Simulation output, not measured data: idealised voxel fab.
You're looking at the process module voxel capacitor over wiring.
Cross-sectional view cut (width: 230 nm; square cell size: 5 nm).
Cross-section = grid of square cells, listed top down in bands; band = one or more rows.
Per band: top height and bottom height in nm, followed by the left-to-right materials and their widths in nm; "edge to edge" marks a single material spanning edge to edge, "blank" marks empty space.
Heights are measured from 0, the level below which the as-received wafer is all one material; the lowest band has no bottom and continues downward, written as in "z 0 and below".
A width such as "30 to 40" changes by the same amount from each row of cells to the next, from the band's top row to its bottom row.
Where the words "remained the same" appear for a step, the cross-section shows no cell changed by that step; every cell remained as before.
Closed empty spaces (no open way to the top) of 8 cells or more are what "Fully enclosed voids" lists, each as width x height at distance from the left edge, nm for all three.
after a step's settings: what the simulator itself notes on the step
overlay nm: mask offset rightward from planned place, masked step; negative means leftward offset.

## Here's what the planned process steps look like
step 1: RECEIVE,material Si
step 2: CONFORMAL_DEP,material SiO2,thk nm 15
step 3: DIRECTIONAL_DEP,material TiN,thk nm 5
step 4: DIRECTIONAL_DEP,material Ru,thk nm 15
step 5: PATTERN,tone cover,mask id METAL_1,material resist,width nm 25,pitch nm 80,thk nm 20,overlay nm 0
step 6: DIRECTIONAL_ETCH,etch materials Ru,depth nm 15
step 7: DIRECTIONAL_ETCH,etch materials TiN,depth nm 5
step 8: STRIP,etch materials resist
step 9: FILL_DEP,material lowk,thk nm 10
step 10: CMP,height nm 35
step 11: CONFORMAL_DEP,material SiCN,thk nm 5
step 12: DIRECTIONAL_DEP,material lowk,thk nm 20
step 13: DIRECTIONAL_DEP,material aC,thk nm 10
step 14: PATTERN,tone open,mask id PLUG_1,material resist,width nm 15,thk nm 30,overlay nm 0
step 15: DIRECTIONAL_ETCH,etch materials aC,depth nm 10
step 16: STRIP,etch materials resist
step 17: DIRECTIONAL_ETCH,etch materials lowk,depth nm 20
step 18: DIRECTIONAL_ETCH,etch materials SiCN,depth nm 5
step 19: STRIP,etch materials aC
step 20: CONFORMAL_DEP,material TiN,thk nm 5
step 21: FILL_DEP,material Ru,thk nm 5
step 22: CMP,height nm 60
step 23: DIRECTIONAL_DEP,material TiN,thk nm 10
step 24: DIRECTIONAL_DEP,material Al2O3,thk nm 5
step 25: DIRECTIONAL_DEP,material TiN,thk nm 5
step 26: MASKED_ETCH,tone cover,mask id UPPER_PLATE,width nm 60,etch materials TiN,depth nm 5,overlay nm 0
step 27: MASKED_ETCH,tone cover,mask id UPPER_PLATE,width nm 60,etch materials Al2O3,depth nm 5,overlay nm 0
step 28: MASKED_ETCH,tone cover,mask id LOWER_PLATE,width nm 70,etch materials TiN,depth nm 10,overlay nm 0
step 29: FILL_DEP,material SiO2,thk nm 15
step 30: CMP,height nm 90
step 31: DIRECTIONAL_DEP,material aC,thk nm 10
step 32: PATTERN,tone open,mask id PLUG_2,material resist,width nm 15,thk nm 25,overlay nm 0
step 33: DIRECTIONAL_ETCH,etch materials aC,depth nm 10
step 34: STRIP,etch materials resist
step 35: DIRECTIONAL_ETCH,etch materials SiO2,depth nm 10
step 36: STRIP,etch materials aC
step 37: CONFORMAL_DEP,material TiN,thk nm 5
step 38: FILL_DEP,material Ru,thk nm 5
step 39: CMP,height nm 90
step 40: CONFORMAL_DEP,material SiCN,thk nm 5

## Incoming wafer in cross-section (state: after step 1)
z 0 and below = Si edge to edge
Fully enclosed voids: none

## End-of-module cross-section. Starting structure and process plan as above; one mistake made in running it
z 95 to 90 = SiCN edge to edge
z 90 to 85 = SiO2: 80; TiN: 5; Ru: 5; TiN: 5; SiO2: 135
z 85 to 75 = SiO2: 80 to 70; TiN: 15 to 60; SiO2: 135 to 100
z 75 to 70 = SiO2: 70; Al2O3: 60; SiO2: 100
z 70 to 60 = SiO2: 65; TiN: 70; SiO2: 95
z 60 to 40 = Ru: 65; TiN: 5; lowk: 15; TiN: 5; Ru: 140
z 40 to 35 = TiN: 70; SiCN: 15; TiN: 145
z 35 to 20 = lowk: 60; Ru: 25; lowk: 55; Ru: 25; lowk: 65
z 20 to 15 = lowk: 60; TiN: 25; lowk: 55; TiN: 25; lowk: 65
z 15 to 0 = SiO2 edge to edge
z 0 and below = Si edge to edge
Fully enclosed voids: none
Heads up, the wafer didn't run the way we planned it: step 14 ran as: PATTERN,tone cover,mask id PLUG_1,material resist,width nm 15,thk nm 30,overlay nm 0
